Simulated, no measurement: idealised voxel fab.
voxel double patterning: a process module
Shown is cross-section cut, with a width of 290 nm and square cells of size 5 nm.
In what follows, cross-sections appear as grids of square cells, described through bands that run from the top down, where every band is one or more rows of cells.
The band entry comprises the height of the band's top followed by the height of its bottom, expressed in nm, and subsequently the band's materials from left to right, each stated together with its width in nm. Where a single material is marked with the word "edge to edge", that material fills the band from edge to edge. The word "blank" represents empty space.
Ref level 0: as-received wafer is one material below here. Bottom band extends down with no lower bound ("0..down").
It should be noted that a width expressed as "30..40" varies in equal increments from row to row of cells within the band, taking the value of the first number at the top row and that of the second number at the bottom row.
"same as before" after a step means that no cell of the cross-section changed.
"Closed void list": empty spaces of 8 cells or more with no open way to the top, each given as width x height at distance, distance from the left edge, all in nm.
Text after the settings on a step's line: the simulator's own remark on that step.
overlay nm: on a step with a mask, how far right of its planned place the mask lay; negative means left.
The process steps that were planned are listed below
1 RECEIVE,material Si
2 CONFORMAL_DEP,material SiN,thk nm 5
3 DIRECTIONAL_DEP,material SiO2,thk nm 15
4 DIRECTIONAL_DEP,material SiCN,thk nm 5
5 DIRECTIONAL_DEP,material aC,thk nm 10
6 PATTERN,tone open,mask id FIRST,material resist,width nm 15,pitch nm 50,thk nm 30,overlay nm 0
7 DIRECTIONAL_ETCH,etch materials aC,depth nm 10
8 STRIP,etch materials resist
9 DIRECTIONAL_ETCH,etch materials SiCN,depth nm 5
10 STRIP,etch materials aC
11 PATTERN,tone open,mask id SECOND,material resist,width nm 15,thk nm 20,overlay nm -15
12 DIRECTIONAL_ETCH,etch materials SiCN,depth nm 5
13 STRIP,etch materials resist
14 DIRECTIONAL_ETCH,etch materials SiO2,depth nm 15
15 STRIP,etch materials SiCN
Split variable: overlay nm, step 11. Plan value = first wafer. Wafers start alike.
The first of several wafers as received, shown in cross-section; this is its state after step 1
> 0..down | Si edge to edge
> Closed void list: none
Depicted here is the first of several wafers in cross-section, at module completion following the last step, step 15
> 20..5 | SiO2: 110, then blank: 25, then SiO2: 25, then blank: 15, then SiO2: 115
> 5..0 | SiN edge to edge
> 0..down | Si edge to edge
> Closed void list: none
Cross-sectional view of the final wafer of several at the module's end
> 20..5 | SiO2: 110, then blank: 15, then SiO2: 25, then blank: 25, then SiO2: 115
> 5..0 | SiN edge to edge
> 0..down | Si edge to edge
> Closed void list: none
What follows is a table in which each wafer occupies a row; for the wafer as it stands at the close of the module, the row states, material by material, how many cells have been gained (+) or lost (-) since receipt, and then gives its closed voids
overlay nm -15, +58 SiN, +150 SiO2, Closed void list: none
overlay nm -10, +58 SiN, +147 SiO2, Closed void list: none
overlay nm -5, +58 SiN, +147 SiO2, Closed void list: none
overlay nm 0, +58 SiN, +147 SiO2, Closed void list: none
overlay nm 5, +58 SiN, +147 SiO2, Closed void list: none
overlay nm 10, +58 SiN, +147 SiO2, Closed void list: none
overlay nm 15, +58 SiN, +150 SiO2, Closed void list: none
